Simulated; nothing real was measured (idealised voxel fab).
Process module under the name voxel transistor to metal
Cross-section cut spans 300 nm and uses square cells 5 nm in size.
Each cross-section below is a grid of square cells, stated as bands in top-down order, with one or more rows of cells making up each band.
It is stipulated that each band's entry specify, in nanometres, the height of the top of the band and then that of its bottom, followed by the materials of the band in left-to-right sequence, each together with its width in nanometres. A single material marked by the word "throughout" is understood to fill the band from edge to edge; the word "blank" is understood to denote empty space.
For the purposes of this specification, 0 denotes the height below which the wafer in its as-received condition is composed wholly of one material, and the lowermost band, lacking a lower limit, extends downward without end, as expressed in "0 nm and below".
The width entry "30->40" should be interpreted row by row: the top row of cells in the band takes the first number, the bottom row takes the second number, and the change between adjacent rows is uniform throughout.
Step marked "remains unaltered"? Then no cell in the cross-section changed in it.
In the "Closed void catalog" entry, you get each enclosed empty space of 8 cells or more, one with no open way to the top, written width x height at distance, distance from the left edge, in nm.
Note: text after step settings on the step line = simulator remark on that step.
Each step line may optionally specify "overlay nm", which for a step with a mask gives the rightward distance between the mask's planned place and where it lay, a negative value indicating the leftward direction.

## These are the steps we planned for the process
1 op RECEIVE | material Si
2 op OXIDIZE | depth nm 5
3 op CONFORMAL_DEP | material SiN | thk nm 10
4 op MASKED_ETCH | tone cover | mask id ACTIVE | width nm 115 | pitch nm 140 | etch materials SiN | depth nm 10 | overlay nm 0
5 op MASKED_ETCH | tone cover | mask id ACTIVE | width nm 115 | pitch nm 140 | etch materials SiO2 | depth nm 5 | overlay nm 0
6 op MASKED_ETCH | tone cover | mask id ACTIVE | width nm 115 | pitch nm 140 | etch materials Si | depth nm 35 | overlay nm 0
7 op OXIDIZE | depth nm 5
8 op FILL_DEP | material SiO2 | thk nm 5
9 op CMP | height nm 10
10 op SELECTIVE_ETCH | etch materials SiO2 | depth nm 10
11 op STRIP | etch materials SiN
12 op SELECTIVE_ETCH | etch materials SiO2 | depth nm 5
13 op OXIDIZE | depth nm 5
14 op DIRECTIONAL_DEP | material polySi | thk nm 30
15 op DIRECTIONAL_DEP | material SiCN | thk nm 15
16 op PATTERN | tone cover | mask id GATE | material resist | width nm 35 | pitch nm 140 | thk nm 15 | overlay nm 0
17 op DIRECTIONAL_ETCH | etch materials SiCN | depth nm 25
18 op DIRECTIONAL_ETCH | etch materials polySi | depth nm 40
19 op STRIP | etch materials resist
20 op CONFORMAL_DEP | material SiO2 | thk nm 5
21 op DIRECTIONAL_ETCH | etch materials SiO2 | depth nm 5
22 op CONFORMAL_DEP | material SiN | thk nm 10
23 op DIRECTIONAL_ETCH | etch materials SiN | depth nm 10
24 op DIRECTIONAL_ETCH | etch materials SiO2 | depth nm 5
25 op DIRECTIONAL_ETCH | etch materials Si | depth nm 10
26 op EPI | material nSi | thk nm 10
27 op FILL_DEP | material SiO2 | thk nm 10
28 op CMP | height nm 25
29 op STRIP | etch materials polySi
30 op SELECTIVE_ETCH | etch materials SiO2 | depth nm 5
31 op CONFORMAL_DEP | material HfO2 | thk nm 5
32 op CONFORMAL_DEP | material TiN | thk nm 5
33 op FILL_DEP | material W | thk nm 10
34 op CMP | height nm 20
35 op DIRECTIONAL_DEP | material SiO2 | thk nm 15
36 op DIRECTIONAL_DEP | material aC | thk nm 15
37 op PATTERN | tone open | mask id CONTACT | material resist | width nm 20 | thk nm 30 | overlay nm 0
38 op DIRECTIONAL_ETCH | etch materials aC | depth nm 15
39 op STRIP | etch materials resist
40 op DIRECTIONAL_ETCH | etch materials SiO2 | depth nm 45
41 op STRIP | etch materials aC
42 op CONFORMAL_DEP | material TiN | thk nm 5
43 op FILL_DEP | material W | thk nm 5
44 op CMP | height nm 35
45 op DIRECTIONAL_DEP | material TiN | thk nm 5
46 op DIRECTIONAL_DEP | material W | thk nm 20
47 op DIRECTIONAL_DEP | material aC | thk nm 10
48 op PATTERN | tone cover | mask id METAL_1 | material resist | width nm 20 | thk nm 25 | overlay nm 0
49 op DIRECTIONAL_ETCH | etch materials aC | depth nm 10
50 op STRIP | etch materials resist
51 op DIRECTIONAL_ETCH | etch materials W | depth nm 20
52 op DIRECTIONAL_ETCH | etch materials TiN | depth nm 5
53 op STRIP | etch materials aC
54 op FILL_DEP | material lowk | thk nm 10
55 op CMP | height nm 60
56 op CONFORMAL_DEP | material SiN | thk nm 5
It is noted that the wafers described herein are identical at the outset and are distinguished by the depth nm of step 24; the value stated in the plan corresponds to the first wafer.

## First of several wafers, received after step 1, in cross-section
	0 nm and below | Si throughout
	Closed void catalog: none

## Cross-section of the first of several wafers, taken after step 56, where the module ends
	65 nm to 60 nm | SiN throughout
	60 nm to 40 nm | lowk=25 / W=20 / lowk=65 / W=20 / lowk=35 / W=20 / lowk=65 / W=20 / lowk=30
	40 nm to 35 nm | lowk=25 / TiN=20 / lowk=65 / TiN=20 / lowk=35 / TiN=20 / lowk=65 / TiN=20 / lowk=30
	35 nm to 20 nm | SiO2=25 / TiN=5 / W=10 / TiN=5 / SiO2=65 / TiN=5 / W=10 / TiN=5 / SiO2=35 / TiN=5 / W=10 / TiN=5 / SiO2=65 / TiN=5 / W=10 / TiN=5 / SiO2=30
	20 nm to 5 nm | SiO2=25 / TiN=5 / W=10 / TiN=5 / SiN=10 / HfO2=5 / TiN=5 / W=25 / TiN=5 / HfO2=5 / SiN=10 / TiN=5 / W=10 / TiN=5 / SiO2=35 / TiN=5 / W=10 / TiN=5 / SiN=10 / HfO2=5 / TiN=5 / W=25 / TiN=5 / HfO2=5 / SiN=10 / TiN=5 / W=10 / TiN=5 / SiO2=30
	5 nm to 0 nm | SiO2=25 / TiN=20 / SiN=10 / HfO2=5 / TiN=5 / W=25 / TiN=5 / HfO2=5 / SiN=10 / TiN=20 / SiO2=35 / TiN=20 / SiN=10 / HfO2=5 / TiN=5 / W=25 / TiN=5 / HfO2=5 / SiN=10 / TiN=20 / SiO2=30
	0 nm to -5 nm | SiO2=25 / TiN=10 / nSi=10 / SiN=10 / HfO2=5 / TiN=35 / HfO2=5 / SiN=10 / nSi=10 / TiN=10 / SiO2=35 / TiN=10 / nSi=10 / SiN=10 / HfO2=5 / TiN=35 / HfO2=5 / SiN=10 / nSi=10 / TiN=10 / SiO2=30
	-5 nm to -10 nm | SiO2=25 / TiN=10 / nSi=10 / SiO2=10 / HfO2=45 / SiO2=10 / nSi=10 / TiN=10 / SiO2=35 / TiN=10 / nSi=10 / SiO2=10 / HfO2=45 / SiO2=10 / nSi=10 / TiN=10 / SiO2=30
	-10 nm to -20 nm | SiO2=25 / nSi=20 / Si=65 / nSi=20 / SiO2=35 / nSi=20 / Si=65 / nSi=20 / SiO2=30
	-20 nm to -45 nm | SiO2=25 / Si=105 / SiO2=35 / Si=105 / SiO2=30
	-45 nm and below | Si throughout
	Closed void catalog: none

## last wafer at the end
	65 nm to 60 nm | SiN throughout
	60 nm to 40 nm | lowk=25 / W=20 / lowk=65 / W=20 / lowk=35 / W=20 / lowk=65 / W=20 / lowk=30
	40 nm to 35 nm | lowk=25 / TiN=20 / lowk=65 / TiN=20 / lowk=35 / TiN=20 / lowk=65 / TiN=20 / lowk=30
	35 nm to 20 nm | SiO2=25 / TiN=5 / W=10 / TiN=5 / SiO2=65 / TiN=5 / W=10 / TiN=5 / SiO2=35 / TiN=5 / W=10 / TiN=5 / SiO2=65 / TiN=5 / W=10 / TiN=5 / SiO2=30
	20 nm to 5 nm | SiO2=25 / TiN=5 / W=10 / TiN=5 / SiN=10 / HfO2=5 / TiN=5 / W=25 / TiN=5 / HfO2=5 / SiN=10 / TiN=5 / W=10 / TiN=5 / SiO2=35 / TiN=5 / W=10 / TiN=5 / SiN=10 / HfO2=5 / TiN=5 / W=25 / TiN=5 / HfO2=5 / SiN=10 / TiN=5 / W=10 / TiN=5 / SiO2=30
	5 nm to 0 nm | SiO2=25 / TiN=20 / SiN=10 / HfO2=5 / TiN=5 / W=25 / TiN=5 / HfO2=5 / SiN=10 / TiN=20 / SiO2=35 / TiN=20 / SiN=10 / HfO2=5 / TiN=5 / W=25 / TiN=5 / HfO2=5 / SiN=10 / TiN=20 / SiO2=30
	0 nm to -5 nm | SiO2=25 / TiN=10 / nSi=10 / SiN=10 / HfO2=5 / TiN=35 / HfO2=5 / SiN=10 / nSi=10 / TiN=10 / SiO2=35 / TiN=10 / nSi=10 / SiN=10 / HfO2=5 / TiN=35 / HfO2=5 / SiN=10 / nSi=10 / TiN=10 / SiO2=30
	-5 nm to -10 nm | SiO2=25 / TiN=10 / nSi=10 / SiO2=10 / HfO2=45 / SiO2=10 / nSi=10 / TiN=10 / SiO2=35 / TiN=10 / nSi=10 / SiO2=10 / HfO2=45 / SiO2=10 / nSi=10 / TiN=10 / SiO2=30
	-10 nm to -20 nm | SiO2=15 / nSi=30 / Si=65 / nSi=30 / SiO2=15 / nSi=30 / Si=65 / nSi=30 / SiO2=20
	-20 nm to -45 nm | SiO2=25 / Si=105 / SiO2=35 / Si=105 / SiO2=30
	-45 nm and below | Si throughout
	Closed void catalog: none

## Per-wafer rows below. For each material: cells gained (+) or lost (-) since the wafer was received, as of end of module. Then: closed voids
depth nm 5; +38 HfO2; -278 Si; +100 SiN; +374 SiO2; +126 TiN; +152 W; +220 lowk; +48 nSi; Closed void catalog: none
depth nm 10; +38 HfO2; -278 Si; +100 SiN; +370 SiO2; +126 TiN; +152 W; +220 lowk; +52 nSi; Closed void catalog: none
depth nm 15; +38 HfO2; -278 Si; +100 SiN; +358 SiO2; +126 TiN; +152 W; +220 lowk; +64 nSi; Closed void catalog: none
